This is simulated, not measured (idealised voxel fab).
A process module follows: voxel self aligned contacts.
cross-section cut | 215 nm wide | cells 5 nm
Cross-section spec: square-cell grid; bands listed top down; each band is one or more rows. Look at the band entry: it leads with the top's height and the bottom's height in nm. Then it lists the materials left to right, with a width in nm for each. The word "edge to edge" on a single material says that material fills the band edge to edge. The word "blank" is empty space. We count height from 0. Below that, the starting wafer is all one material. The lowest band never ends at the bottom but goes on down; see "0 nm and below" for how that is written. When a width is written as two numbers, as in "30->40", the first number is the width in the top row of cells of the band and the second is the width in its bottom row, and the width changes by the same amount from each row to the next. The cross-section has no changed cell in any step marked "no change occurred". The entry titled "Closed empty spaces" provides the empty spaces that have no open way to the top, restricted to those of 8 cells or more. Each is presented as width x height at distance, the distance being measured from the left edge, with all three in nm. Formally, on a step line, whatever follows the settings is a remark that the simulator itself makes on the step. overlay nm, on a step with a mask: how far to the right of its planned place the mask lay; to the left if negative.

-- The steps planned for the process are as follows
step 1: RECEIVE [material Si]
step 2: OXIDIZE [depth nm 5]
step 3: DIRECTIONAL_DEP [material polySi] [thk nm 20]
step 4: DIRECTIONAL_DEP [material SiN] [thk nm 15]
step 5: DIRECTIONAL_DEP [material aC] [thk nm 15]
step 6: PATTERN [tone cover] [mask id GATE] [material resist] [width nm 30] [pitch nm 65] [thk nm 30] [overlay nm 0]
step 7: DIRECTIONAL_ETCH [etch materials aC] [depth nm 15]
step 8: STRIP [etch materials resist]
step 9: DIRECTIONAL_ETCH [etch materials SiN] [depth nm 15]
step 10: DIRECTIONAL_ETCH [etch materials polySi] [depth nm 20]
step 11: STRIP [etch materials aC]
step 12: CONFORMAL_DEP [material SiN] [thk nm 5]
step 13: DIRECTIONAL_ETCH [etch materials SiN] [depth nm 5]
step 14: FILL_DEP [material SiO2] [thk nm 15]
step 15: CMP [height nm 45]
step 16: DIRECTIONAL_DEP [material aC] [thk nm 10]
step 17: PATTERN [tone open] [mask id CONTACT] [material resist] [width nm 45] [pitch nm 65] [thk nm 25] [overlay nm 0]
step 18: DIRECTIONAL_ETCH [etch materials aC] [depth nm 10]
step 19: STRIP [etch materials resist]
step 20: DIRECTIONAL_ETCH [etch materials SiO2] [depth nm 50]
step 21: STRIP [etch materials aC]
step 22: CONFORMAL_DEP [material TiN] [thk nm 5]
step 23: FILL_DEP [material W] [thk nm 5]
step 24: CMP [height nm 45]
step 25: CONFORMAL_DEP [material SiN] [thk nm 5]

-- First of two wafers, with the run carried out as planned

-- Step 1 complete: cross-section of the wafer as received
    0 nm and below  Si edge to edge
    Closed empty spaces: none

-- Cross-section: wafer state after step 2
    0 nm to -5 nm  SiO2 edge to edge
    For the remainder of the cross-section, below -5, there is no change.

-- Cross-section: wafer state after step 3
    20 nm to 0 nm  polySi edge to edge
    For the remainder of the cross-section, below 0, there is no change.

-- Cross-section: wafer state after step 4
    35 nm to 20 nm  SiN edge to edge
    For the remainder of the cross-section, below 20, there is no change.

-- Cross-section: wafer state after step 5
    50 nm to 35 nm  aC edge to edge
    For the remainder of the cross-section, below 35, there is no change.

-- Cross-section: wafer state after step 6
    80 nm to 50 nm  blank: 25 / resist: 30 / blank: 35 / resist: 30 / blank: 35 / resist: 30 / blank: 30
    For the remainder of the cross-section, below 50, there is no change.

-- Cross-section: wafer state after step 7
    65 nm to 50 nm  blank: 25 / resist: 30 / blank: 35 / resist: 30 / blank: 35 / resist: 30 / blank: 30
    50 nm to 35 nm  blank: 25 / aC: 30 / blank: 35 / aC: 30 / blank: 35 / aC: 30 / blank: 30
    For the remainder of the cross-section, below 35, there is no change.

-- Cross-section: wafer state after step 8
    50 nm to 35 nm  blank: 25 / aC: 30 / blank: 35 / aC: 30 / blank: 35 / aC: 30 / blank: 30
    For the remainder of the cross-section, below 35, there is no change.

-- Cross-section: wafer state after step 9
    50 nm to 35 nm  blank: 25 / aC: 30 / blank: 35 / aC: 30 / blank: 35 / aC: 30 / blank: 30
    35 nm to 20 nm  blank: 25 / SiN: 30 / blank: 35 / SiN: 30 / blank: 35 / SiN: 30 / blank: 30
    For the remainder of the cross-section, below 20, there is no change.

-- Cross-section: wafer state after step 10
    50 nm to 35 nm  blank: 25 / aC: 30 / blank: 35 / aC: 30 / blank: 35 / aC: 30 / blank: 30
    35 nm to 20 nm  blank: 25 / SiN: 30 / blank: 35 / SiN: 30 / blank: 35 / SiN: 30 / blank: 30
    20 nm to 0 nm  blank: 25 / polySi: 30 / blank: 35 / polySi: 30 / blank: 35 / polySi: 30 / blank: 30
    For the remainder of the cross-section, below 0, there is no change.

-- Cross-section: wafer state after step 11
    35 nm to 20 nm  blank: 25 / SiN: 30 / blank: 35 / SiN: 30 / blank: 35 / SiN: 30 / blank: 30
    For the remainder of the cross-section, below 20, there is no change.

-- Cross-section: wafer state after step 12
    40 nm to 20 nm  blank: 20 / SiN: 40 / blank: 25 / SiN: 40 / blank: 25 / SiN: 40 / blank: 25
    20 nm to 5 nm  blank: 20 / SiN: 5 / polySi: 30 / SiN: 5 / blank: 25 / SiN: 5 / polySi: 30 / SiN: 5 / blank: 25 / SiN: 5 / polySi: 30 / SiN: 5 / blank: 25
    5 nm to 0 nm  SiN: 25 / polySi: 30 / SiN: 35 / polySi: 30 / SiN: 35 / polySi: 30 / SiN: 30
    For the remainder of the cross-section, below 0, there is no change.

-- Cross-section: wafer state after step 13
    35 nm to 20 nm  blank: 20 / SiN: 40 / blank: 25 / SiN: 40 / blank: 25 / SiN: 40 / blank: 25
    20 nm to 0 nm  blank: 20 / SiN: 5 / polySi: 30 / SiN: 5 / blank: 25 / SiN: 5 / polySi: 30 / SiN: 5 / blank: 25 / SiN: 5 / polySi: 30 / SiN: 5 / blank: 25
    For the remainder of the cross-section, below 0, there is no change.

-- Cross-section: wafer state after step 14
    50 nm to 35 nm  SiO2 edge to edge
    35 nm to 20 nm  SiO2: 20 / SiN: 40 / SiO2: 25 / SiN: 40 / SiO2: 25 / SiN: 40 / SiO2: 25
    20 nm to 0 nm  SiO2: 20 / SiN: 5 / polySi: 30 / SiN: 5 / SiO2: 25 / SiN: 5 / polySi: 30 / SiN: 5 / SiO2: 25 / SiN: 5 / polySi: 30 / SiN: 5 / SiO2: 25
    For the remainder of the cross-section, below 0, there is no change.

-- Cross-section: wafer state after step 15
    45 nm to 35 nm  SiO2 edge to edge
    For the remainder of the cross-section, below 35, there is no change.

-- Cross-section: wafer state after step 16
    55 nm to 45 nm  aC edge to edge
    For the remainder of the cross-section, below 45, there is no change.

-- Cross-section: wafer state after step 17
    80 nm to 55 nm  resist: 50 / blank: 45 / resist: 20 / blank: 45 / resist: 55
    For the remainder of the cross-section, below 55, there is no change.

-- Cross-section: wafer state after step 18
    70 nm to 55 nm  resist: 50 / blank: 45 / resist: 20 / blank: 45 / resist: 55
    55 nm to 45 nm  aC: 50 / blank: 45 / aC: 20 / blank: 45 / aC: 55
    For the remainder of the cross-section, below 45, there is no change.

-- Cross-section: wafer state after step 19
    55 nm to 45 nm  aC: 50 / blank: 45 / aC: 20 / blank: 45 / aC: 55
    For the remainder of the cross-section, below 45, there is no change.

-- Cross-section: wafer state after step 20
    55 nm to 45 nm  aC: 50 / blank: 45 / aC: 20 / blank: 45 / aC: 55
    45 nm to 35 nm  SiO2: 50 / blank: 45 / SiO2: 20 / blank: 45 / SiO2: 55
    35 nm to 20 nm  SiO2: 20 / SiN: 40 / blank: 25 / SiN: 40 / blank: 25 / SiN: 40 / SiO2: 25
    20 nm to 0 nm  SiO2: 20 / SiN: 5 / polySi: 30 / SiN: 5 / blank: 25 / SiN: 5 / polySi: 30 / SiN: 5 / blank: 25 / SiN: 5 / polySi: 30 / SiN: 5 / SiO2: 25
    0 nm to -5 nm  SiO2: 60 / blank: 25 / SiO2: 40 / blank: 25 / SiO2: 65
    For the remainder of the cross-section, below -5, there is no change.

-- Cross-section: wafer state after step 21
    45 nm to 35 nm  SiO2: 50 / blank: 45 / SiO2: 20 / blank: 45 / SiO2: 55
    For the remainder of the cross-section, below 35, there is no change.

-- Cross-section: wafer state after step 22
    50 nm to 45 nm  TiN: 55 / blank: 35 / TiN: 30 / blank: 35 / TiN: 60
    45 nm to 35 nm  SiO2: 50 / TiN: 5->15 / blank: 35->15 / TiN: 5->15 / SiO2: 20 / TiN: 5->15 / blank: 35->15 / TiN: 5->15 / SiO2: 55
    35 nm to 20 nm  SiO2: 20 / SiN: 40 / TiN: 5 / blank: 15 / TiN: 5 / SiN: 40 / TiN: 5 / blank: 15 / TiN: 5 / SiN: 40 / SiO2: 25
    20 nm to 0 nm  SiO2: 20 / SiN: 5 / polySi: 30 / SiN: 5 / TiN: 5 / blank: 15 / TiN: 5 / SiN: 5 / polySi: 30 / SiN: 5 / TiN: 5 / blank: 15 / TiN: 5 / SiN: 5 / polySi: 30 / SiN: 5 / SiO2: 25
    0 nm to -5 nm  SiO2: 60 / TiN: 25 / SiO2: 40 / TiN: 25 / SiO2: 65
    For the remainder of the cross-section, below -5, there is no change.

-- Cross-section: wafer state after step 23
    55 nm to 50 nm  W edge to edge
    50 nm to 45 nm  TiN: 55 / W: 35 / TiN: 30 / W: 35 / TiN: 60
    45 nm to 35 nm  SiO2: 50 / TiN: 5->15 / W: 35->15 / TiN: 5->15 / SiO2: 20 / TiN: 5->15 / W: 35->15 / TiN: 5->15 / SiO2: 55
    35 nm to 20 nm  SiO2: 20 / SiN: 40 / TiN: 5 / W: 15 / TiN: 5 / SiN: 40 / TiN: 5 / W: 15 / TiN: 5 / SiN: 40 / SiO2: 25
    20 nm to 0 nm  SiO2: 20 / SiN: 5 / polySi: 30 / SiN: 5 / TiN: 5 / W: 15 / TiN: 5 / SiN: 5 / polySi: 30 / SiN: 5 / TiN: 5 / W: 15 / TiN: 5 / SiN: 5 / polySi: 30 / SiN: 5 / SiO2: 25
    For the remainder of the cross-section, below 0, there is no change.

-- Cross-section: wafer state after step 24
    45 nm to 35 nm  SiO2: 50 / TiN: 5->15 / W: 35->15 / TiN: 5->15 / SiO2: 20 / TiN: 5->15 / W: 35->15 / TiN: 5->15 / SiO2: 55
    For the remainder of the cross-section, below 35, there is no change.

-- Cross-section: wafer state after step 25
    50 nm to 45 nm  SiN edge to edge
    For the remainder of the cross-section, below 45, there is no change.

-- Wafer two: like wafer one in start and plan, but with one mistake in execution; identical up to and including step 3

-- Second wafer, cross-section, planned end of step 4
    50 nm to 20 nm  SiN edge to edge
    For the remainder of the cross-section, below 20, there is no change.

-- Second wafer, cross-section, planned end of step 5
    65 nm to 50 nm  aC edge to edge
    For the remainder of the cross-section, below 50, there is no change.

-- Second wafer, cross-section, planned end of step 6
    95 nm to 65 nm  blank: 25 / resist: 30 / blank: 35 / resist: 30 / blank: 35 / resist: 30 / blank: 30
    For the remainder of the cross-section, below 65, there is no change.

-- Second wafer, cross-section, planned end of step 7
    80 nm to 65 nm  blank: 25 / resist: 30 / blank: 35 / resist: 30 / blank: 35 / resist: 30 / blank: 30
    65 nm to 50 nm  blank: 25 / aC: 30 / blank: 35 / aC: 30 / blank: 35 / aC: 30 / blank: 30
    For the remainder of the cross-section, below 50, there is no change.

-- Second wafer, cross-section, planned end of step 8
    65 nm to 50 nm  blank: 25 / aC: 30 / blank: 35 / aC: 30 / blank: 35 / aC: 30 / blank: 30
    For the remainder of the cross-section, below 50, there is no change.

-- Second wafer, cross-section, planned end of step 9
    65 nm to 50 nm  blank: 25 / aC: 30 / blank: 35 / aC: 30 / blank: 35 / aC: 30 / blank: 30
    50 nm to 35 nm  blank: 25 / SiN: 30 / blank: 35 / SiN: 30 / blank: 35 / SiN: 30 / blank: 30
    For the remainder of the cross-section, below 35, there is no change.

Second wafer, cross-section, planned end of step 10: no change occurred

-- Second wafer, cross-section, planned end of step 11
    50 nm to 35 nm  blank: 25 / SiN: 30 / blank: 35 / SiN: 30 / blank: 35 / SiN: 30 / blank: 30
    For the remainder of the cross-section, below 35, there is no change.

-- Second wafer, cross-section, planned end of step 12
    55 nm to 40 nm  blank: 20 / SiN: 40 / blank: 25 / SiN: 40 / blank: 25 / SiN: 40 / blank: 25
    40 nm to 20 nm  SiN edge to edge
    For the remainder of the cross-section, below 20, there is no change.

-- Second wafer, cross-section, planned end of step 13
    50 nm to 35 nm  blank: 20 / SiN: 40 / blank: 25 / SiN: 40 / blank: 25 / SiN: 40 / blank: 25
    For the remainder of the cross-section, below 35, there is no change.

-- Second wafer, cross-section, planned end of step 14
    65 nm to 50 nm  SiO2 edge to edge
    50 nm to 35 nm  SiO2: 20 / SiN: 40 / SiO2: 25 / SiN: 40 / SiO2: 25 / SiN: 40 / SiO2: 25
    For the remainder of the cross-section, below 35, there is no change.

-- Second wafer, cross-section, planned end of step 15
    45 nm to 35 nm  SiO2: 20 / SiN: 40 / SiO2: 25 / SiN: 40 / SiO2: 25 / SiN: 40 / SiO2: 25
    For the remainder of the cross-section, below 35, there is no change.

-- Second wafer, cross-section, planned end of step 16
    55 nm to 45 nm  aC edge to edge
    For the remainder of the cross-section, below 45, there is no change.

-- Second wafer, cross-section, planned end of step 17
    80 nm to 55 nm  resist: 50 / blank: 45 / resist: 20 / blank: 45 / resist: 55
    For the remainder of the cross-section, below 55, there is no change.

-- Second wafer, cross-section, planned end of step 18
    70 nm to 55 nm  resist: 50 / blank: 45 / resist: 20 / blank: 45 / resist: 55
    55 nm to 45 nm  aC: 50 / blank: 45 / aC: 20 / blank: 45 / aC: 55
    For the remainder of the cross-section, below 45, there is no change.

-- Second wafer, cross-section, planned end of step 19
    55 nm to 45 nm  aC: 50 / blank: 45 / aC: 20 / blank: 45 / aC: 55
    For the remainder of the cross-section, below 45, there is no change.

-- Second wafer, cross-section, planned end of step 20
    55 nm to 45 nm  aC: 50 / blank: 45 / aC: 20 / blank: 45 / aC: 55
    45 nm to 35 nm  SiO2: 20 / SiN: 40 / blank: 25 / SiN: 40 / blank: 25 / SiN: 40 / SiO2: 25
    For the remainder of the cross-section, below 35, there is no change.

-- Second wafer, cross-section, planned end of step 21
    45 nm to 35 nm  SiO2: 20 / SiN: 40 / blank: 25 / SiN: 40 / blank: 25 / SiN: 40 / SiO2: 25
    For the remainder of the cross-section, below 35, there is no change.

-- Second wafer, cross-section, planned end of step 22
    50 nm to 45 nm  TiN: 65 / blank: 15 / TiN: 50 / blank: 15 / TiN: 70
    45 nm to 40 nm  SiO2: 20 / SiN: 40 / TiN: 5 / blank: 15 / TiN: 5 / SiN: 40 / TiN: 5 / blank: 15 / TiN: 5 / SiN: 40 / SiO2: 25
    40 nm to 35 nm  SiO2: 20 / SiN: 40 / TiN: 25 / SiN: 40 / TiN: 25 / SiN: 40 / SiO2: 25
    For the remainder of the cross-section, below 35, there is no change.

-- Second wafer, cross-section, planned end of step 23
    55 nm to 50 nm  W edge to edge
    50 nm to 45 nm  TiN: 65 / W: 15 / TiN: 50 / W: 15 / TiN: 70
    45 nm to 40 nm  SiO2: 20 / SiN: 40 / TiN: 5 / W: 15 / TiN: 5 / SiN: 40 / TiN: 5 / W: 15 / TiN: 5 / SiN: 40 / SiO2: 25
    For the remainder of the cross-section, below 40, there is no change.

-- Second wafer, cross-section, planned end of step 24
    45 nm to 40 nm  SiO2: 20 / SiN: 40 / TiN: 5 / W: 15 / TiN: 5 / SiN: 40 / TiN: 5 / W: 15 / TiN: 5 / SiN: 40 / SiO2: 25
    For the remainder of the cross-section, below 40, there is no change.

-- Second wafer, cross-section, planned end of step 25
    50 nm to 45 nm  SiN edge to edge
    For the remainder of the cross-section, below 45, there is no change.
Which mistake was made when the wafer was run? step 4 of the plan was carried out twice
Final difference in cells, second wafer against first, listed per material as more or fewer: +81 SiN, -85 SiO2, -40 TiN, -56 W, +100 polySi
